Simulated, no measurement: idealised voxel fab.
Module name: voxel released beams (process module)
Shown is cross-section cut, with a width of 230 nm and square cells of size 5 nm.
A cross-section in this document is a grid of square cells, and it is written down as bands, the top band listed before the ones below it; a band is made up of one or more rows of cells. It is stipulated that each band's entry specify, in nanometres, the height of the top of the band and then that of its bottom, followed by the materials of the band in left-to-right sequence, each together with its width in nanometres. A single material marked by the word "full width" is understood to fill the band from edge to edge; the word "air" is understood to denote empty space. Heights are expressed relative to 0, this being the level below which the as-received wafer comprises one material exclusively. The lowest band is unbounded in the downward direction and is denoted as in "from 0 down". Top row gets the first number, bottom row gets the second, and each row in between changes by the same step: that is how a band width like "30 to 40" works. You'll sometimes find "same as before" written for a step, and that's the way of saying that nowhere in the cross-section did a cell change during that step. Voids, enclosed: empty space of 8 cells or more with no open way to the top, each as width x height at its distance from the left edge, in nm. Formally, on a step line, whatever follows the settings is a remark that the simulator itself makes on the step. Among the settings permitted on a step's line is "overlay nm"; applied to a step with a mask, it specifies the extent to which the mask lay to the right of its planned position, whereas a negative figure signifies a position to the left.
-- Process steps - plan
1. op RECEIVE | material Si
2. op CONFORMAL_DEP | material SiN | thk nm 5
3. op DIRECTIONAL_DEP | material SiO2 | thk nm 10
4. op PATTERN | tone open | mask id ANCHOR | material resist | width nm 25 | thk nm 20 | overlay nm 0
5. op DIRECTIONAL_ETCH | etch materials SiO2 | depth nm 10
6. op STRIP | etch materials resist
7. op CONFORMAL_DEP | material polySi | thk nm 10
8. op DIRECTIONAL_DEP | material aC | thk nm 10
9. op PATTERN | tone cover | mask id BEAM | material resist | width nm 95 | thk nm 30 | overlay nm 0
10. op DIRECTIONAL_ETCH | etch materials aC | depth nm 10
11. op STRIP | etch materials resist
12. op DIRECTIONAL_ETCH | etch materials polySi | depth nm 10
13. op STRIP | etch materials aC
14. op STRIP | etch materials SiO2
-- Cross-section, incoming material, after step 1
    from 0 down | Si full width
    Voids, enclosed: none
-- Wafer cross-section at module end: first of two, run to plan
    from 25 to 15 | air (65), then polySi (15), then air (5), then polySi (75), then air (70)
    from 15 to 5 | air (70), then polySi (25), then air (135)
    from 5 to 0 | SiN full width
    from 0 down | Si full width
    Voids, enclosed: none
-- Wafer two (of two), end-of-module cross-section: start = wafer one, plan = wafer one, one run mistake
    from 20 to 10 | air (65), then polySi (15), then air (5), then polySi (75), then air (70)
    from 10 to 0 | air (70), then polySi (25), then air (135)
    from 0 down | Si full width
    Voids, enclosed: none
Here's what went sideways: plan step 2 skipped
Wrapping up, a cell-based count of both wafers puts the second over or under the first for these materials: SiN -46
